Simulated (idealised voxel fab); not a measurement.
process module | voxel local oxidation
cross-section cut | 145 nm wide | cells 5 nm
A cross-section is a grid of square cells, given in bands from the top down. A band is one or more rows of cells.
Each band's line starts with the height of the band's top and of its bottom, in nm. Then come its materials from left to right, each with its width in nm. One material with "throughout" fills the band from edge to edge. "air" is empty space.
Height 0 is the level under which the wafer as received is all one material. The lowest band goes on downwards, as in "0 down".
A width such as "30 to 40" changes by the same amount from each row of cells to the next, from the band's top row to its bottom row.
"no change" after a step means that no cell of the cross-section changed.
closed voids: empty space of 8 cells or more with no open way to the top, each as width x height at its distance from the left edge, in nm
after a step's settings: what the simulator itself notes on the step
overlay nm, on a step with a mask: how far to the right of its planned place the mask lay; to the left if negative
plan
1 op RECEIVE | material Si
2 op OXIDIZE | depth nm 5
3 op CONFORMAL_DEP | material SiN | thk nm 10
4 op MASKED_ETCH | tone cover | mask id ACTIVE | width nm 110 | etch materials SiN | depth nm 10 | overlay nm 0
5 op SELECTIVE_ETCH | etch materials SiO2 | depth nm 5
6 op OXIDIZE | depth nm 15
7 op STRIP | etch materials SiN
as received, after step 1
  0 down: Si throughout
  closed voids: none
a wafer at the end: this start, this plan, one mistake
  0 to -5: air 20 | SiO2 100 | air 25
  -5 to -30: SiO2 45 | Si 50 | SiO2 50
  -30 down: Si throughout
  closed voids: none
what went wrong: step 6 ran as: op OXIDIZE | depth nm 25
